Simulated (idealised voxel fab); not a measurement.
The process module that follows is named voxel released beams.
Square cells of 5 nm make up the cross-section cut, whose width is 145 nm.
This document writes a cross-section as a grid whose cells are square, and gives it as bands, listed from the top down; one or more rows of cells form a band.
What a band's entry tells you: where the top is and where the bottom is, as heights in nm, and after that what lies inside, material by material from left to right, each with its width in nm. Empty space is written as the word "air", and a single material marked with the word "full width" occupies the band from edge to edge.
Counting heights begins at 0, where everything beneath is, in the wafer as received, one material. The lowest band has no bottom; it goes on downwards, as "0 nm and below" shows.
Think of "30 to 40" as a width that walks from the first number to the second as you go down the band, top row to bottom row, taking equal-sized steps from row to row.
For the purposes of this document, the phrase "stayed the same" attached to a step denotes that no cell within the cross-section was modified by that step.
Empty spaces without an open route to the top, at least 8 cells in extent, make up the entry "Sealed internal cavities"; each is given as width x height at distance, where the distance is measured from the left edge, and all are in nm.
It should be noted that, on the line of a given step, the content following the step's settings is a remark produced by the simulator itself with respect to that step.
Among the settings permitted on a step's line is "overlay nm"; applied to a step with a mask, it specifies the extent to which the mask lay to the right of its planned position, whereas a negative figure signifies a position to the left.
### The steps planned for the process are as follows
1,RECEIVE with material Si
2,CONFORMAL_DEP with material Al2O3, thk nm 5
3,DIRECTIONAL_DEP with material SiO2, thk nm 5
4,PATTERN with tone open, mask id ANCHOR, material resist, width nm 45, thk nm 15, overlay nm 0
5,DIRECTIONAL_ETCH with etch materials SiO2, depth nm 15
6,STRIP with etch materials resist
7,CONFORMAL_DEP with material W, thk nm 15
8,MASKED_ETCH with tone cover, mask id BEAM, width nm 95, etch materials W, depth nm 15, overlay nm 0
9,STRIP with etch materials SiO2
Where the wafers of this document differ is in the thk nm of step 3; they start out the same, and the plan states the value that applied to the first wafer.
### Cross-section of the first of several wafers on receipt, reflecting completion of step 1
- 0 nm and below  Si full width
- Sealed internal cavities: none
### Cross-section of the first of several wafers once the module has run through its last step, step 9
- 25 nm to 20 nm  20 of air / 20 of W / 15 of air / 60 of W / 30 of air
- 20 nm to 10 nm  20 of air / 95 of W / 30 of air
- 10 nm to 5 nm  25 of air / 45 of W / 75 of air
- 5 nm to 0 nm  Al2O3 full width
- 0 nm and below  Si full width
- Sealed internal cavities: none
### Wafer cross-section (last wafer, module end)
- 5 nm to 0 nm  Al2O3 full width
- 0 nm and below  Si full width
- Sealed internal cavities: none
### The following table contains a row per wafer, in which are reported, at the conclusion of the module, the cells of each material gained (+) or lost (-) since the wafer's receipt, with its closed voids given thereafter
thk nm 5 | +29 Al2O3 | +63 W | Sealed internal cavities: none
thk nm 10 | +29 Al2O3 | +69 W | Sealed internal cavities: none
thk nm 15 | +29 Al2O3 | +75 W | Sealed internal cavities: none
thk nm 20 | +29 Al2O3 | Sealed internal cavities: none
thk nm 25 | +29 Al2O3 | Sealed internal cavities: none
thk nm 30 | +29 Al2O3 | Sealed internal cavities: none
